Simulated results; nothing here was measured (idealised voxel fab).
Process module heading - voxel capacitor over wiring
Each square cell in cross-section cut measures 5 nm, and the section as a whole is 295 nm wide.
Heads up, the way a cross-section reads in here is a grid of square cells, handed over as bands from the top down, with every band being one or more rows of cells. Within each band entry, the heights of the top and of the bottom of the band appear first, in that order and in nm; the materials of the band then follow from left to right, each with its corresponding width in nm. The designation "full width" on a single material indicates that it fills the band from edge to edge; the designation "air" indicates empty space. Height 0 is the level under which the wafer as received is all one material. The lowest band goes on downwards, as in "0 down". The width entry "30->40" should be interpreted row by row: the top row of cells in the band takes the first number, the bottom row takes the second number, and the change between adjacent rows is uniform throughout. What does "same as before" mean for a step? It means no cell of the cross-section changed in that step. Look at "Encapsulated voids" for the closed voids: empty spaces with no open path to the top, sized 8 cells or up. Each is width x height at distance, distance from the left edge, all nm. On a step's line, text after the settings is the simulator commenting on that step. overlay nm: how far to the right of its planned place the mask lay on this masked step (negative: to the left).
-- These are the steps we planned for the process
| 1 | RECEIVE [material Si] |
| 2 | CONFORMAL_DEP [material SiO2] [thk nm 10] |
| 3 | CONFORMAL_DEP [material SiCN] [thk nm 5] |
| 4 | DIRECTIONAL_DEP [material SiO2] [thk nm 25] |
| 5 | PATTERN [tone open] [mask id METAL_1] [material resist] [width nm 30] [pitch nm 85] [thk nm 20] [overlay nm 0] |
| 6 | DIRECTIONAL_ETCH [etch materials SiO2] [depth nm 25] |
| 7 | DIRECTIONAL_ETCH [etch materials SiCN] [depth nm 5] |
| 8 | STRIP [etch materials resist] |
| 9 | CONFORMAL_DEP [material TiN] [thk nm 5] |
| 10 | FILL_DEP [material W] [thk nm 5] |
| 11 | CMP [height nm 40] |
| 12 | CONFORMAL_DEP [material SiCN] [thk nm 5] |
| 13 | DIRECTIONAL_DEP [material SiO2] [thk nm 10] |
| 14 | PATTERN [tone open] [mask id PLUG_1] [material resist] [width nm 15] [thk nm 15] [overlay nm 0] |
| 15 | DIRECTIONAL_ETCH [etch materials SiO2] [depth nm 10] |
| 16 | DIRECTIONAL_ETCH [etch materials SiCN] [depth nm 5] |
| 17 | STRIP [etch materials resist] |
| 18 | CONFORMAL_DEP [material TiN] [thk nm 5] |
| 19 | FILL_DEP [material W] [thk nm 5] |
| 20 | CMP [height nm 55] |
| 21 | DIRECTIONAL_DEP [material TiN] [thk nm 10] |
| 22 | DIRECTIONAL_DEP [material Al2O3] [thk nm 5] |
| 23 | DIRECTIONAL_DEP [material TiN] [thk nm 10] |
| 24 | MASKED_ETCH [tone cover] [mask id UPPER_PLATE] [width nm 60] [etch materials TiN] [depth nm 10] [overlay nm 0] |
| 25 | MASKED_ETCH [tone cover] [mask id UPPER_PLATE] [width nm 60] [etch materials Al2O3] [depth nm 5] [overlay nm 0] |
| 26 | MASKED_ETCH [tone cover] [mask id LOWER_PLATE] [width nm 70] [etch materials TiN] [depth nm 10] [overlay nm 0] |
| 27 | FILL_DEP [material SiO2] [thk nm 15] |
| 28 | CMP [height nm 90] |
| 29 | PATTERN [tone open] [mask id PLUG_2] [material resist] [width nm 15] [thk nm 15] [overlay nm 0] |
| 30 | DIRECTIONAL_ETCH [etch materials SiO2] [depth nm 10] |
| 31 | STRIP [etch materials resist] |
| 32 | CONFORMAL_DEP [material TiN] [thk nm 5] |
| 33 | FILL_DEP [material Cu] [thk nm 5] |
| 34 | CMP [height nm 90] |
| 35 | CONFORMAL_DEP [material SiN] [thk nm 5] |
-- On the first of the two wafers: run conducted according to plan
-- So this is the incoming wafer in cross-section - it's already been through step 1
  0 down: Si full width
  Encapsulated voids: none
-- Presented here is a cross-section of the wafer after step 2 has been performed
  10 to 0: SiO2 full width
  Heights below 0 show no change.
-- Presented here is a cross-section of the wafer after step 3 has been performed
  15 to 10: SiCN full width
  Heights below 10 show no change.
-- Presented here is a cross-section of the wafer after step 4 has been performed
  40 to 15: SiO2 full width
  Heights below 15 show no change.
-- Presented here is a cross-section of the wafer after step 5 has been performed
  60 to 40: resist: 90 / air: 30 / resist: 55 / air: 30 / resist: 90
  Heights below 40 show no change.
-- Presented here is a cross-section of the wafer after step 6 has been performed
  60 to 40: resist: 90 / air: 30 / resist: 55 / air: 30 / resist: 90
  40 to 15: SiO2: 90 / air: 30 / SiO2: 55 / air: 30 / SiO2: 90
  Heights below 15 show no change.
-- Presented here is a cross-section of the wafer after step 7 has been performed
  60 to 40: resist: 90 / air: 30 / resist: 55 / air: 30 / resist: 90
  40 to 15: SiO2: 90 / air: 30 / SiO2: 55 / air: 30 / SiO2: 90
  15 to 10: SiCN: 90 / air: 30 / SiCN: 55 / air: 30 / SiCN: 90
  Heights below 10 show no change.
-- Presented here is a cross-section of the wafer after step 8 has been performed
  40 to 15: SiO2: 90 / air: 30 / SiO2: 55 / air: 30 / SiO2: 90
  Heights below 15 show no change.
-- Presented here is a cross-section of the wafer after step 9 has been performed
  45 to 40: TiN: 95 / air: 20 / TiN: 65 / air: 20 / TiN: 95
  40 to 15: SiO2: 90 / TiN: 5 / air: 20 / TiN: 5 / SiO2: 55 / TiN: 5 / air: 20 / TiN: 5 / SiO2: 90
  15 to 10: SiCN: 90 / TiN: 30 / SiCN: 55 / TiN: 30 / SiCN: 90
  Heights below 10 show no change.
-- Presented here is a cross-section of the wafer after step 10 has been performed
  50 to 45: W full width
  45 to 40: TiN: 95 / W: 20 / TiN: 65 / W: 20 / TiN: 95
  40 to 15: SiO2: 90 / TiN: 5 / W: 20 / TiN: 5 / SiO2: 55 / TiN: 5 / W: 20 / TiN: 5 / SiO2: 90
  Heights below 15 show no change.
-- Presented here is a cross-section of the wafer after step 11 has been performed
  40 to 15: SiO2: 90 / TiN: 5 / W: 20 / TiN: 5 / SiO2: 55 / TiN: 5 / W: 20 / TiN: 5 / SiO2: 90
  Heights below 15 show no change.
-- Presented here is a cross-section of the wafer after step 12 has been performed
  45 to 40: SiCN full width
  Heights below 40 show no change.
-- Presented here is a cross-section of the wafer after step 13 has been performed
  55 to 45: SiO2 full width
  Heights below 45 show no change.
-- Presented here is a cross-section of the wafer after step 14 has been performed
  70 to 55: resist: 105 / air: 15 / resist: 175
  Heights below 55 show no change.
-- Presented here is a cross-section of the wafer after step 15 has been performed
  70 to 55: resist: 105 / air: 15 / resist: 175
  55 to 45: SiO2: 105 / air: 15 / SiO2: 175
  Heights below 45 show no change.
-- Presented here is a cross-section of the wafer after step 16 has been performed
  70 to 55: resist: 105 / air: 15 / resist: 175
  55 to 45: SiO2: 105 / air: 15 / SiO2: 175
  45 to 40: SiCN: 105 / air: 15 / SiCN: 175
  Heights below 40 show no change.
-- Presented here is a cross-section of the wafer after step 17 has been performed
  55 to 45: SiO2: 105 / air: 15 / SiO2: 175
  Heights below 45 show no change.
-- Presented here is a cross-section of the wafer after step 18 has been performed
  60 to 55: TiN: 110 / air: 5 / TiN: 180
  55 to 45: SiO2: 105 / TiN: 5 / air: 5 / TiN: 5 / SiO2: 175
  45 to 40: SiCN: 105 / TiN: 15 / SiCN: 175
  Heights below 40 show no change.
-- Presented here is a cross-section of the wafer after step 19 has been performed
  65 to 60: W full width
  60 to 55: TiN: 110 / W: 5 / TiN: 180
  55 to 45: SiO2: 105 / TiN: 5 / W: 5 / TiN: 5 / SiO2: 175
  Heights below 45 show no change.
-- Presented here is a cross-section of the wafer after step 20 has been performed
  55 to 45: SiO2: 105 / TiN: 5 / W: 5 / TiN: 5 / SiO2: 175
  Heights below 45 show no change.
-- Presented here is a cross-section of the wafer after step 21 has been performed
  65 to 55: TiN full width
  Heights below 55 show no change.
-- Presented here is a cross-section of the wafer after step 22 has been performed
  70 to 65: Al2O3 full width
  Heights below 65 show no change.
-- Presented here is a cross-section of the wafer after step 23 has been performed
  80 to 70: TiN full width
  Heights below 70 show no change.
-- Presented here is a cross-section of the wafer after step 24 has been performed
  80 to 70: air: 105 / TiN: 60 / air: 130
  Heights below 70 show no change.
-- Presented here is a cross-section of the wafer after step 25 has been performed
  80 to 70: air: 105 / TiN: 60 / air: 130
  70 to 65: air: 105 / Al2O3: 60 / air: 130
  Heights below 65 show no change.
-- Presented here is a cross-section of the wafer after step 26 has been performed
  80 to 70: air: 105 / TiN: 60 / air: 130
  70 to 65: air: 105 / Al2O3: 60 / air: 130
  65 to 55: air: 100 / TiN: 70 / air: 125
  Heights below 55 show no change.
-- Presented here is a cross-section of the wafer after step 27 has been performed
  95 to 80: SiO2 full width
  80 to 70: SiO2: 105 / TiN: 60 / SiO2: 130
  70 to 65: SiO2: 105 / Al2O3: 60 / SiO2: 130
  65 to 55: SiO2: 100 / TiN: 70 / SiO2: 125
  Heights below 55 show no change.
-- Presented here is a cross-section of the wafer after step 28 has been performed
  90 to 80: SiO2 full width
  Heights below 80 show no change.
-- Presented here is a cross-section of the wafer after step 29 has been performed
  105 to 90: resist: 115 / air: 15 / resist: 165
  Heights below 90 show no change.
-- Presented here is a cross-section of the wafer after step 30 has been performed
  105 to 90: resist: 115 / air: 15 / resist: 165
  90 to 80: SiO2: 115 / air: 15 / SiO2: 165
  Heights below 80 show no change.
-- Presented here is a cross-section of the wafer after step 31 has been performed
  90 to 80: SiO2: 115 / air: 15 / SiO2: 165
  Heights below 80 show no change.
-- Presented here is a cross-section of the wafer after step 32 has been performed
  95 to 90: TiN: 120 / air: 5 / TiN: 170
  90 to 85: SiO2: 115 / TiN: 5 / air: 5 / TiN: 5 / SiO2: 165
  85 to 80: SiO2: 115 / TiN: 15 / SiO2: 165
  Heights below 80 show no change.
-- Presented here is a cross-section of the wafer after step 33 has been performed
  100 to 95: Cu full width
  95 to 90: TiN: 120 / Cu: 5 / TiN: 170
  90 to 85: SiO2: 115 / TiN: 5 / Cu: 5 / TiN: 5 / SiO2: 165
  Heights below 85 show no change.
-- Presented here is a cross-section of the wafer after step 34 has been performed
  90 to 85: SiO2: 115 / TiN: 5 / Cu: 5 / TiN: 5 / SiO2: 165
  Heights below 85 show no change.
-- Presented here is a cross-section of the wafer after step 35 has been performed
  95 to 90: SiN full width
  Heights below 90 show no change.
-- The second wafer began exactly as the first did and followed the same plan, but one mistake was made while running it; through step 10 inclusive, the two wafers are identical
-- Second wafer at the planned finish of step 11, seen in cross-section
  40 to 15: SiO2: 90 / TiN: 5 / W: 20 / TiN: 5 / SiO2: 55 / TiN: 5 / W: 20 / TiN: 5 / SiO2: 90
  Heights below 15 show no change.
-- Second wafer at the planned finish of step 12, seen in cross-section
  45 to 40: SiCN full width
  Heights below 40 show no change.
-- Second wafer at the planned finish of step 13, seen in cross-section
  55 to 45: SiO2 full width
  Heights below 45 show no change.
-- Second wafer at the planned finish of step 14, seen in cross-section
  70 to 55: resist: 105 / air: 15 / resist: 175
  Heights below 55 show no change.
-- Second wafer at the planned finish of step 15, seen in cross-section
  70 to 55: resist: 105 / air: 15 / resist: 175
  55 to 45: SiO2: 105 / air: 15 / SiO2: 175
  Heights below 45 show no change.
-- Second wafer at the planned finish of step 16, seen in cross-section
  70 to 55: resist: 105 / air: 15 / resist: 175
  55 to 45: SiO2: 105 / air: 15 / SiO2: 175
  45 to 40: SiCN: 105 / air: 15 / SiCN: 175
  Heights below 40 show no change.
-- Second wafer at the planned finish of step 17, seen in cross-section
  55 to 45: SiO2: 105 / air: 15 / SiO2: 175
  Heights below 45 show no change.
-- Second wafer at the planned finish of step 18, seen in cross-section
  60 to 55: TiN: 110 / air: 5 / TiN: 180
  55 to 45: SiO2: 105 / TiN: 5 / air: 5 / TiN: 5 / SiO2: 175
  45 to 40: SiCN: 105 / TiN: 15 / SiCN: 175
  Heights below 40 show no change.
-- Second wafer at the planned finish of step 19, seen in cross-section
  65 to 60: W full width
  60 to 55: TiN: 110 / W: 5 / TiN: 180
  55 to 45: SiO2: 105 / TiN: 5 / W: 5 / TiN: 5 / SiO2: 175
  Heights below 45 show no change.
-- Second wafer at the planned finish of step 20, seen in cross-section
  55 to 45: SiO2: 105 / TiN: 5 / W: 5 / TiN: 5 / SiO2: 175
  Heights below 45 show no change.
-- Second wafer at the planned finish of step 21, seen in cross-section
  65 to 55: TiN full width
  Heights below 55 show no change.
-- Second wafer at the planned finish of step 22, seen in cross-section
  70 to 65: Al2O3 full width
  Heights below 65 show no change.
-- Second wafer at the planned finish of step 23, seen in cross-section
  80 to 70: TiN full width
  Heights below 70 show no change.
-- Second wafer at the planned finish of step 24, seen in cross-section
  80 to 70: air: 105 / TiN: 60 / air: 130
  Heights below 70 show no change.
-- Second wafer at the planned finish of step 25, seen in cross-section
  80 to 70: air: 105 / TiN: 60 / air: 130
  70 to 65: air: 105 / Al2O3: 60 / air: 130
  Heights below 65 show no change.
-- Second wafer at the planned finish of step 26, seen in cross-section
  80 to 70: air: 105 / TiN: 60 / air: 130
  70 to 65: air: 105 / Al2O3: 60 / air: 130
  65 to 55: air: 100 / TiN: 70 / air: 125
  Heights below 55 show no change.
-- Second wafer at the planned finish of step 27, seen in cross-section
  95 to 80: SiO2 full width
  80 to 70: SiO2: 105 / TiN: 60 / SiO2: 130
  70 to 65: SiO2: 105 / Al2O3: 60 / SiO2: 130
  65 to 55: SiO2: 100 / TiN: 70 / SiO2: 125
  Heights below 55 show no change.
-- Second wafer at the planned finish of step 28, seen in cross-section
  90 to 80: SiO2 full width
  Heights below 80 show no change.
-- Second wafer at the planned finish of step 29, seen in cross-section
  105 to 90: resist: 115 / air: 15 / resist: 165
  Heights below 90 show no change.
-- Second wafer at the planned finish of step 30, seen in cross-section
  105 to 90: resist: 115 / air: 15 / resist: 165
  90 to 80: SiO2: 115 / air: 15 / SiO2: 165
  Heights below 80 show no change.
-- Second wafer at the planned finish of step 31, seen in cross-section
  90 to 80: SiO2: 115 / air: 15 / SiO2: 165
  Heights below 80 show no change.
-- Second wafer at the planned finish of step 32, seen in cross-section
  95 to 90: TiN: 120 / air: 5 / TiN: 170
  90 to 85: SiO2: 115 / TiN: 5 / air: 5 / TiN: 5 / SiO2: 165
  85 to 80: SiO2: 115 / TiN: 15 / SiO2: 165
  Heights below 80 show no change.
-- Second wafer at the planned finish of step 33, seen in cross-section
  100 to 95: Cu full width
  95 to 90: TiN: 120 / Cu: 5 / TiN: 170
  90 to 85: SiO2: 115 / TiN: 5 / Cu: 5 / TiN: 5 / SiO2: 165
  Heights below 85 show no change.
-- Second wafer at the planned finish of step 34, seen in cross-section
  90 to 85: SiO2: 115 / TiN: 5 / Cu: 5 / TiN: 5 / SiO2: 165
  Heights below 85 show no change.
-- Second wafer at the planned finish of step 35, seen in cross-section
  95 to 90: SiN full width
  Heights below 90 show no change.
what went wrong: twice over, step 11 of the plan was run
The two wafers come out with the same cross-section, meaning that, for this model, the mistake has no consequence in the computed result.
